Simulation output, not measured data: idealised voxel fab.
Module name: voxel fin reveal (process module)
Cross-section cut spans 290 nm and uses square cells 5 nm in size.
A cross-section is written here as square cells arranged in a grid, and it is given in bands from the top down, each band taking up one or more rows of cells.
The band entry comprises the height of the band's top followed by the height of its bottom, expressed in nm, and subsequently the band's materials from left to right, each stated together with its width in nm. Where a single material is marked with the word "all across", that material fills the band from edge to edge. The word "blank" represents empty space.
All heights in this document are referenced to 0, defined as the level beneath which the wafer, as received, consists entirely of one material. The lowest band is not bounded below; it extends indefinitely downward and is written in the form "0 nm and below".
A width such as "30->40" changes by the same amount from each row of cells to the next, from the band's top row to its bottom row.
You'll sometimes find "no modifications" written for a step, and that's the way of saying that nowhere in the cross-section did a cell change during that step.
Entry "Enclosed cavity list". Content: empty spaces with no open connection to the top, size 8 cells or greater. Each: width x height at distance. Distance: from left edge. Unit: nm.
On a step's line, text after the settings is the simulator commenting on that step.
"overlay nm", when on a step's line for a step with a mask, measures how far to the right of its planned place the mask lay; a negative measure means to the left.

The steps planned for the process are as follows:
| 1 | RECEIVE with material Si |
| 2 | CONFORMAL_DEP with material SiN, thk nm 5 |
| 3 | MASKED_ETCH with tone cover, mask id FINS, width nm 15, pitch nm 45, etch materials SiN, depth nm 5, overlay nm 0 |
| 4 | MASKED_ETCH with tone cover, mask id FINS, width nm 15, pitch nm 45, etch materials Si, depth nm 40, overlay nm 0 |
| 5 | FILL_DEP with material SiO2, thk nm 10 |
| 6 | CMP with height nm 5 |
| 7 | SELECTIVE_ETCH with etch materials SiO2, depth nm 20 |
| 8 | STRIP with etch materials SiN |
| 9 | CONFORMAL_DEP with material HfO2, thk nm 5 |

First wafer, two in total, run as planned:

Cross-section of the wafer upon arrival, representing the state reached after step 1:
  0 nm and below | Si all across
  Enclosed cavity list: none

Once step 2 is through, the wafer looks like this in cross-section:
  5 nm to 0 nm | SiN all across
  below 0: unchanged

Once step 3 is through, the wafer looks like this in cross-section:
  5 nm to 0 nm | 70 nm blank, then 15 nm SiN, then 30 nm blank, then 15 nm SiN, then 30 nm blank, then 15 nm SiN, then 30 nm blank, then 15 nm SiN, then 70 nm blank
  below 0: unchanged

Once step 4 is through, the wafer looks like this in cross-section:
  5 nm to 0 nm | 70 nm blank, then 15 nm SiN, then 30 nm blank, then 15 nm SiN, then 30 nm blank, then 15 nm SiN, then 30 nm blank, then 15 nm SiN, then 70 nm blank
  0 nm to -40 nm | 70 nm blank, then 15 nm Si, then 30 nm blank, then 15 nm Si, then 30 nm blank, then 15 nm Si, then 30 nm blank, then 15 nm Si, then 70 nm blank
  below -40: unchanged

Once step 5 is through, the wafer looks like this in cross-section:
  15 nm to 5 nm | SiO2 all across
  5 nm to 0 nm | 70 nm SiO2, then 15 nm SiN, then 30 nm SiO2, then 15 nm SiN, then 30 nm SiO2, then 15 nm SiN, then 30 nm SiO2, then 15 nm SiN, then 70 nm SiO2
  0 nm to -40 nm | 70 nm SiO2, then 15 nm Si, then 30 nm SiO2, then 15 nm Si, then 30 nm SiO2, then 15 nm Si, then 30 nm SiO2, then 15 nm Si, then 70 nm SiO2
  below -40: unchanged

Once step 6 is through, the wafer looks like this in cross-section:
  5 nm to 0 nm | 70 nm SiO2, then 15 nm SiN, then 30 nm SiO2, then 15 nm SiN, then 30 nm SiO2, then 15 nm SiN, then 30 nm SiO2, then 15 nm SiN, then 70 nm SiO2
  below 0: unchanged

Once step 7 is through, the wafer looks like this in cross-section:
  5 nm to 0 nm | 70 nm blank, then 15 nm SiN, then 30 nm blank, then 15 nm SiN, then 30 nm blank, then 15 nm SiN, then 30 nm blank, then 15 nm SiN, then 70 nm blank
  0 nm to -15 nm | 70 nm blank, then 15 nm Si, then 30 nm blank, then 15 nm Si, then 30 nm blank, then 15 nm Si, then 30 nm blank, then 15 nm Si, then 70 nm blank
  below -15: unchanged

Once step 8 is through, the wafer looks like this in cross-section:
  0 nm to -15 nm | 70 nm blank, then 15 nm Si, then 30 nm blank, then 15 nm Si, then 30 nm blank, then 15 nm Si, then 30 nm blank, then 15 nm Si, then 70 nm blank
  below -15: unchanged

Once step 9 is through, the wafer looks like this in cross-section:
  5 nm to 0 nm | 65 nm blank, then 25 nm HfO2, then 20 nm blank, then 25 nm HfO2, then 20 nm blank, then 25 nm HfO2, then 20 nm blank, then 25 nm HfO2, then 65 nm blank
  0 nm to -10 nm | 65 nm blank, then 5 nm HfO2, then 15 nm Si, then 5 nm HfO2, then 20 nm blank, then 5 nm HfO2, then 15 nm Si, then 5 nm HfO2, then 20 nm blank, then 5 nm HfO2, then 15 nm Si, then 5 nm HfO2, then 20 nm blank, then 5 nm HfO2, then 15 nm Si, then 5 nm HfO2, then 65 nm blank
  -10 nm to -15 nm | 70 nm HfO2, then 15 nm Si, then 30 nm HfO2, then 15 nm Si, then 30 nm HfO2, then 15 nm Si, then 30 nm HfO2, then 15 nm Si, then 70 nm HfO2
  below -15: unchanged

Regarding the second of the two wafers: it shared the first wafer's starting condition and process plan, yet one error occurred during its execution. Its history coincides with that of the first wafer up to and including step 1:

Look at the second wafer in cross-section at the time step 2 ought to have finished:
  5 nm to 0 nm | HfO2 all across
  below 0: unchanged

Look at the second wafer in cross-section at the time step 3 ought to have finished: no modifications

Look at the second wafer in cross-section at the time step 4 ought to have finished: no modifications

Look at the second wafer in cross-section at the time step 5 ought to have finished:
  15 nm to 5 nm | SiO2 all across
  below 5: unchanged

Look at the second wafer in cross-section at the time step 6 ought to have finished:
  5 nm to 0 nm | HfO2 all across
  below 0: unchanged

Look at the second wafer in cross-section at the time step 7 ought to have finished: no modifications

Look at the second wafer in cross-section at the time step 8 ought to have finished: no modifications

Look at the second wafer in cross-section at the time step 9 ought to have finished:
  10 nm to 0 nm | HfO2 all across
  below 0: unchanged
The plan and the run diverged here: step 2 ran as: CONFORMAL_DEP with material HfO2, thk nm 5
Wrapping up, a cell-based count of both wafers puts the second over or under the first for these materials: HfO2 +34, Si +368, SiO2 -230
